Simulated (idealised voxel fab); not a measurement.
process module | voxel self aligned contacts
cross-section cut | 185 nm wide | cells 5 nm
A cross-section is a grid of square cells, given in bands from the top down. A band is one or more rows of cells.
Each band's line starts with the height of the band's top and of its bottom, in nm. Then come its materials from left to right, each with its width in nm. One material with "throughout" fills the band from edge to edge. "air" is empty space.
Height 0 is the level under which the wafer as received is all one material. The lowest band goes on downwards, as in "0 down".
A width such as "30 to 40" changes by the same amount from each row of cells to the next, from the band's top row to its bottom row.
"no change" after a step means that no cell of the cross-section changed.
closed voids: empty space of 8 cells or more with no open way to the top, each as width x height at its distance from the left edge, in nm
after a step's settings: what the simulator itself notes on the step
overlay nm, on a step with a mask: how far to the right of its planned place the mask lay; to the left if negative
plan
1 op RECEIVE | material Si
2 op OXIDIZE | depth nm 5
3 op DIRECTIONAL_DEP | material polySi | thk nm 25
4 op DIRECTIONAL_DEP | material SiN | thk nm 20
5 op MASKED_ETCH | tone cover | mask id GATE | width nm 35 | pitch nm 80 | etch materials SiN | depth nm 20 | overlay nm 0
6 op MASKED_ETCH | tone cover | mask id GATE | width nm 35 | pitch nm 80 | etch materials polySi | depth nm 25 | overlay nm 0
7 op CONFORMAL_DEP | material SiN | thk nm 10
8 op DIRECTIONAL_ETCH | etch materials SiN | depth nm 5
9 op FILL_DEP | material SiO2 | thk nm 20
10 op CMP | height nm 55
11 op PATTERN | tone open | mask id CONTACT | material resist | width nm 55 | thk nm 15 | overlay nm 0
12 op DIRECTIONAL_ETCH | etch materials SiO2 | depth nm 60
13 op STRIP | etch materials resist
14 op CONFORMAL_DEP | material TiN | thk nm 5
15 op FILL_DEP | material Ru | thk nm 10
16 op CMP | height nm 55
17 op CONFORMAL_DEP | material SiCN | thk nm 5
varied across the wafers: depth nm of step 8. The plan shows the first wafer's value. All wafers start alike
first wafer as received, after step 1
  0 down: Si throughout
  closed voids: none
first wafer at the end, after step 17
  60 to 55: SiCN throughout
  55 to 50: SiO2 65 | TiN 20 | Ru 15 | TiN 20 | SiO2 65
  50 to 25: SiO2 25 | SiN 55 | TiN 5 | Ru 15 | TiN 5 | SiN 55 | SiO2 25
  25 to 10: SiO2 25 | SiN 10 | polySi 35 | SiN 10 | TiN 5 | Ru 15 | TiN 5 | SiN 10 | polySi 35 | SiN 10 | SiO2 25
  10 to 5: SiO2 25 | SiN 10 | polySi 35 | SiN 10 | TiN 25 | SiN 10 | polySi 35 | SiN 10 | SiO2 25
  5 to 0: SiN 35 | polySi 35 | SiN 45 | polySi 35 | SiN 35
  0 to -5: SiO2 throughout
  -5 down: Si throughout
  closed voids: none
last wafer at the end
  60 to 55: SiCN throughout
  55 to 40: SiO2 65 | TiN 5 | Ru 45 | TiN 5 | SiO2 65
  40 to 35: SiO2 65 | TiN 20 | Ru 15 | TiN 20 | SiO2 65
  35 to 25: SiO2 25 | SiN 55 | TiN 5 | Ru 15 | TiN 5 | SiN 55 | SiO2 25
  25 to 0: SiO2 25 | SiN 10 | polySi 35 | SiN 10 | TiN 5 | Ru 15 | TiN 5 | SiN 10 | polySi 35 | SiN 10 | SiO2 25
  0 to -5: SiO2 80 | TiN 25 | SiO2 80
  -5 down: Si throughout
  closed voids: none
each wafer at the end: cells of each material gained (+) or lost (-) since it was received, then its closed voids
depth nm 5 | +27 Ru | -37 Si | +37 SiCN | +165 SiN | +153 SiO2 | +29 TiN | +70 polySi | closed voids: none
depth nm 10 | +39 Ru | -37 Si | +37 SiCN | +128 SiN | +174 SiO2 | +33 TiN | +70 polySi | closed voids: none
depth nm 15 | +45 Ru | -37 Si | +37 SiCN | +106 SiN | +190 SiO2 | +33 TiN | +70 polySi | closed voids: none
depth nm 20 | +51 Ru | -37 Si | +37 SiCN | +84 SiN | +206 SiO2 | +33 TiN | +70 polySi | closed voids: none
